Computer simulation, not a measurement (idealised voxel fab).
process module | voxel self aligned vias
cross-section cut | 275 nm wide | cells 5 nm
A cross-section is a grid of square cells, given in bands from the top down. A band is one or more rows of cells.
Each band's line starts with the height of the band's top and of its bottom, in nm. Then come its materials from left to right, each with its width in nm. One material with "throughout" fills the band from edge to edge. "air" is empty space.
Height 0 is the level under which the wafer as received is all one material. The lowest band goes on downwards, as in "0 down".
A width such as "30 to 40" changes by the same amount from each row of cells to the next, from the band's top row to its bottom row.
"no change" after a step means that no cell of the cross-section changed.
closed voids: empty space of 8 cells or more with no open way to the top, each as width x height at its distance from the left edge, in nm
after a step's settings: what the simulator itself notes on the step
overlay nm, on a step with a mask: how far to the right of its planned place the mask lay; to the left if negative
plan
1 op RECEIVE | material Si
2 op CONFORMAL_DEP | material SiO2 | thk nm 15
3 op CONFORMAL_DEP | material SiCN | thk nm 5
4 op DIRECTIONAL_DEP | material SiO2 | thk nm 20
5 op PATTERN | tone open | mask id LINES | material resist | width nm 20 | pitch nm 55 | thk nm 15 | overlay nm 0
6 op DIRECTIONAL_ETCH | etch materials SiO2 | depth nm 20
7 op STRIP | etch materials resist
8 op CONFORMAL_DEP | material TiN | thk nm 5
9 op FILL_DEP | material Ru | thk nm 5
10 op CMP | height nm 40
11 op SELECTIVE_ETCH | etch materials W Ru TiN | depth nm 10
12 op FILL_DEP | material SiN | thk nm 5
13 op CMP | height nm 40
14 op DIRECTIONAL_DEP | material SiO2 | thk nm 15
15 op MASKED_ETCH | tone open | mask id VIAS | width nm 30 | pitch nm 55 | etch materials SiO2 | depth nm 15 | overlay nm 0
16 op MASKED_ETCH | tone open | mask id VIAS | width nm 30 | pitch nm 55 | etch materials SiN | depth nm 10 | overlay nm 0
17 op CONFORMAL_DEP | material TiN | thk nm 5
18 op FILL_DEP | material W | thk nm 5
19 op CMP | height nm 55
20 op CONFORMAL_DEP | material SiCN | thk nm 5
first wafer, as planned
as received, after step 1
  0 down: Si throughout
  closed voids: none
after step 2
  15 to 0: SiO2 throughout
  below 0: unchanged
after step 3
  20 to 15: SiCN throughout
  below 15: unchanged
after step 4
  40 to 20: SiO2 throughout
  below 20: unchanged
after step 5
  55 to 40: resist 70 | air 20 | resist 35 | air 20 | resist 35 | air 20 | resist 75
  below 40: unchanged
after step 6
  55 to 40: resist 70 | air 20 | resist 35 | air 20 | resist 35 | air 20 | resist 75
  40 to 20: SiO2 70 | air 20 | SiO2 35 | air 20 | SiO2 35 | air 20 | SiO2 75
  below 20: unchanged
after step 7
  40 to 20: SiO2 70 | air 20 | SiO2 35 | air 20 | SiO2 35 | air 20 | SiO2 75
  below 20: unchanged
after step 8
  45 to 40: TiN 75 | air 10 | TiN 45 | air 10 | TiN 45 | air 10 | TiN 80
  40 to 25: SiO2 70 | TiN 5 | air 10 | TiN 5 | SiO2 35 | TiN 5 | air 10 | TiN 5 | SiO2 35 | TiN 5 | air 10 | TiN 5 | SiO2 75
  25 to 20: SiO2 70 | TiN 20 | SiO2 35 | TiN 20 | SiO2 35 | TiN 20 | SiO2 75
  below 20: unchanged
after step 9
  50 to 45: Ru throughout
  45 to 40: TiN 75 | Ru 10 | TiN 45 | Ru 10 | TiN 45 | Ru 10 | TiN 80
  40 to 25: SiO2 70 | TiN 5 | Ru 10 | TiN 5 | SiO2 35 | TiN 5 | Ru 10 | TiN 5 | SiO2 35 | TiN 5 | Ru 10 | TiN 5 | SiO2 75
  below 25: unchanged
after step 10
  40 to 25: SiO2 70 | TiN 5 | Ru 10 | TiN 5 | SiO2 35 | TiN 5 | Ru 10 | TiN 5 | SiO2 35 | TiN 5 | Ru 10 | TiN 5 | SiO2 75
  below 25: unchanged
after step 11
  40 to 30: SiO2 70 | air 20 | SiO2 35 | air 20 | SiO2 35 | air 20 | SiO2 75
  below 30: unchanged
after step 12
  45 to 40: SiN throughout
  40 to 30: SiO2 70 | SiN 20 | SiO2 35 | SiN 20 | SiO2 35 | SiN 20 | SiO2 75
  below 30: unchanged
after step 13
  40 to 30: SiO2 70 | SiN 20 | SiO2 35 | SiN 20 | SiO2 35 | SiN 20 | SiO2 75
  below 30: unchanged
after step 14
  55 to 40: SiO2 throughout
  below 40: unchanged
after step 15
  55 to 40: SiO2 65 | air 30 | SiO2 25 | air 30 | SiO2 25 | air 30 | SiO2 70
  below 40: unchanged
after step 16
  55 to 40: SiO2 65 | air 30 | SiO2 25 | air 30 | SiO2 25 | air 30 | SiO2 70
  40 to 30: SiO2 70 | air 20 | SiO2 35 | air 20 | SiO2 35 | air 20 | SiO2 75
  below 30: unchanged
after step 17
  60 to 55: TiN 70 | air 20 | TiN 35 | air 20 | TiN 35 | air 20 | TiN 75
  55 to 45: SiO2 65 | TiN 5 | air 20 | TiN 5 | SiO2 25 | TiN 5 | air 20 | TiN 5 | SiO2 25 | TiN 5 | air 20 | TiN 5 | SiO2 70
  45 to 35: SiO2 65 to 70 | TiN 10 to 5 | air 10 | TiN 10 to 5 | SiO2 25 to 35 | TiN 10 to 5 | air 10 | TiN 10 to 5 | SiO2 25 to 35 | TiN 10 to 5 | air 10 | TiN 10 to 5 | SiO2 70 to 75
  35 to 30: SiO2 70 | TiN 20 | SiO2 35 | TiN 20 | SiO2 35 | TiN 20 | SiO2 75
  below 30: unchanged
after step 18
  65 to 60: W throughout
  60 to 55: TiN 70 | W 20 | TiN 35 | W 20 | TiN 35 | W 20 | TiN 75
  55 to 45: SiO2 65 | TiN 5 | W 20 | TiN 5 | SiO2 25 | TiN 5 | W 20 | TiN 5 | SiO2 25 | TiN 5 | W 20 | TiN 5 | SiO2 70
  45 to 35: SiO2 65 to 70 | TiN 10 to 5 | W 10 | TiN 10 to 5 | SiO2 25 to 35 | TiN 10 to 5 | W 10 | TiN 10 to 5 | SiO2 25 to 35 | TiN 10 to 5 | W 10 | TiN 10 to 5 | SiO2 70 to 75
  below 35: unchanged
after step 19
  55 to 45: SiO2 65 | TiN 5 | W 20 | TiN 5 | SiO2 25 | TiN 5 | W 20 | TiN 5 | SiO2 25 | TiN 5 | W 20 | TiN 5 | SiO2 70
  below 45: unchanged
after step 20
  60 to 55: SiCN throughout
  below 55: unchanged
second wafer: like start, like plan, one mistake. Through step 14 it matches the first wafer
when step 15 should have ended
  55 to 40: SiO2 70 | air 25 | SiO2 30 | air 25 | SiO2 30 | air 25 | SiO2 70
  below 40: unchanged
when step 16 should have ended
  55 to 40: SiO2 70 | air 25 | SiO2 30 | air 25 | SiO2 30 | air 25 | SiO2 70
  40 to 30: SiO2 70 | air 20 | SiO2 35 | air 20 | SiO2 35 | air 20 | SiO2 75
  below 30: unchanged
when step 17 should have ended
  60 to 55: TiN 75 | air 15 | TiN 40 | air 15 | TiN 40 | air 15 | TiN 75
  55 to 45: SiO2 70 | TiN 5 | air 15 | TiN 5 | SiO2 30 | TiN 5 | air 15 | TiN 5 | SiO2 30 | TiN 5 | air 15 | TiN 5 | SiO2 70
  45 to 35: SiO2 70 | TiN 5 | air 10 | TiN 10 to 5 | SiO2 30 to 35 | TiN 5 | air 10 | TiN 10 to 5 | SiO2 30 to 35 | TiN 5 | air 10 | TiN 10 to 5 | SiO2 70 to 75
  35 to 30: SiO2 70 | TiN 20 | SiO2 35 | TiN 20 | SiO2 35 | TiN 20 | SiO2 75
  below 30: unchanged
when step 18 should have ended
  65 to 60: W throughout
  60 to 55: TiN 75 | W 15 | TiN 40 | W 15 | TiN 40 | W 15 | TiN 75
  55 to 45: SiO2 70 | TiN 5 | W 15 | TiN 5 | SiO2 30 | TiN 5 | W 15 | TiN 5 | SiO2 30 | TiN 5 | W 15 | TiN 5 | SiO2 70
  45 to 35: SiO2 70 | TiN 5 | W 10 | TiN 10 to 5 | SiO2 30 to 35 | TiN 5 | W 10 | TiN 10 to 5 | SiO2 30 to 35 | TiN 5 | W 10 | TiN 10 to 5 | SiO2 70 to 75
  below 35: unchanged
when step 19 should have ended
  55 to 45: SiO2 70 | TiN 5 | W 15 | TiN 5 | SiO2 30 | TiN 5 | W 15 | TiN 5 | SiO2 30 | TiN 5 | W 15 | TiN 5 | SiO2 70
  below 45: unchanged
when step 20 should have ended
  60 to 55: SiCN throughout
  below 55: unchanged
what went wrong: step 15 ran as: op MASKED_ETCH | tone open | mask id VIAS | width nm 25 | pitch nm 55 | etch materials SiO2 | depth nm 15 | overlay nm 0
at the end the second wafer has, in cells: 9 more of SiO2 | 3 fewer of TiN | 6 fewer of W
